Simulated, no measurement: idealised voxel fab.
The process module presented herein is designated voxel spacer lines.
Shown is cross-section cut, with a width of 220 nm and square cells of size 5 nm.
This document writes a cross-section as a grid whose cells are square, and gives it as bands, listed from the top down; one or more rows of cells form a band.
Within each band entry, the heights of the top and of the bottom of the band appear first, in that order and in nm; the materials of the band then follow from left to right, each with its corresponding width in nm. The designation "all across" on a single material indicates that it fills the band from edge to edge; the designation "empty" indicates empty space.
For the purposes of this specification, 0 denotes the height below which the wafer in its as-received condition is composed wholly of one material, and the lowermost band, lacking a lower limit, extends downward without end, as expressed in "z 0 and below".
Width: "30 to 40" (first number = top row, second number = bottom row, same change from row to row of cells).
Any step labelled "identical to before" changed none of the cells in the cross-section.
You'll see "Entrapped void list" listing empty spaces that have no way open to the top, as long as they're 8 cells or more; the notation is width x height at distance, where the distance is from the left edge, and all of it is in nm.
On a step's line, text after the settings is the simulator commenting on that step.
The optional step-line setting "overlay nm" applies to steps with a mask and quantifies how far to the right of its planned location the mask lay, a negative value indicating leftward placement.
# Planned step list for the process
| 1 | RECEIVE (material Si) |
| 2 | CONFORMAL_DEP (material Al2O3; thk nm 5) |
| 3 | DIRECTIONAL_DEP (material polySi; thk nm 15) |
| 4 | DIRECTIONAL_DEP (material aC; thk nm 30) |
| 5 | PATTERN (tone cover; mask id MANDREL; material resist; width nm 25; pitch nm 80; thk nm 40; overlay nm 0) |
| 6 | DIRECTIONAL_ETCH (etch materials aC; depth nm 30) |
| 7 | STRIP (etch materials resist) |
| 8 | CONFORMAL_DEP (material SiN; thk nm 15) |
| 9 | DIRECTIONAL_ETCH (etch materials SiN; depth nm 15) |
| 10 | STRIP (etch materials aC) |
| 11 | DIRECTIONAL_ETCH (etch materials polySi; depth nm 15) |
| 12 | STRIP (etch materials SiN) |
# Cross-section of the incoming wafer, state after step 1
    z 0 and below: Si all across
    Entrapped void list: none
# First of two wafers: cross-section at end of module, run per plan
    z 20 to 5: polySi: 15  empty: 25  polySi: 15  empty: 25  polySi: 15  empty: 25  polySi: 15  empty: 25  polySi: 15  empty: 25  polySi: 15  empty: 5
    z 5 to 0: Al2O3 all across
    z 0 and below: Si all across
    Entrapped void list: none
# Here's the second of our two wafers sectioned at module end. Same start as the first, same plan, but one mistake got made running it
    z 15 to 0: polySi: 15  empty: 25  polySi: 15  empty: 25  polySi: 15  empty: 25  polySi: 15  empty: 25  polySi: 15  empty: 25  polySi: 15  empty: 5
    z 0 and below: Si all across
    Entrapped void list: none
Which mistake was made when the wafer was run? yeah, step 2 of the plan got skipped, never ran
at the end the second wafer has, in cells: -44 Al2O3
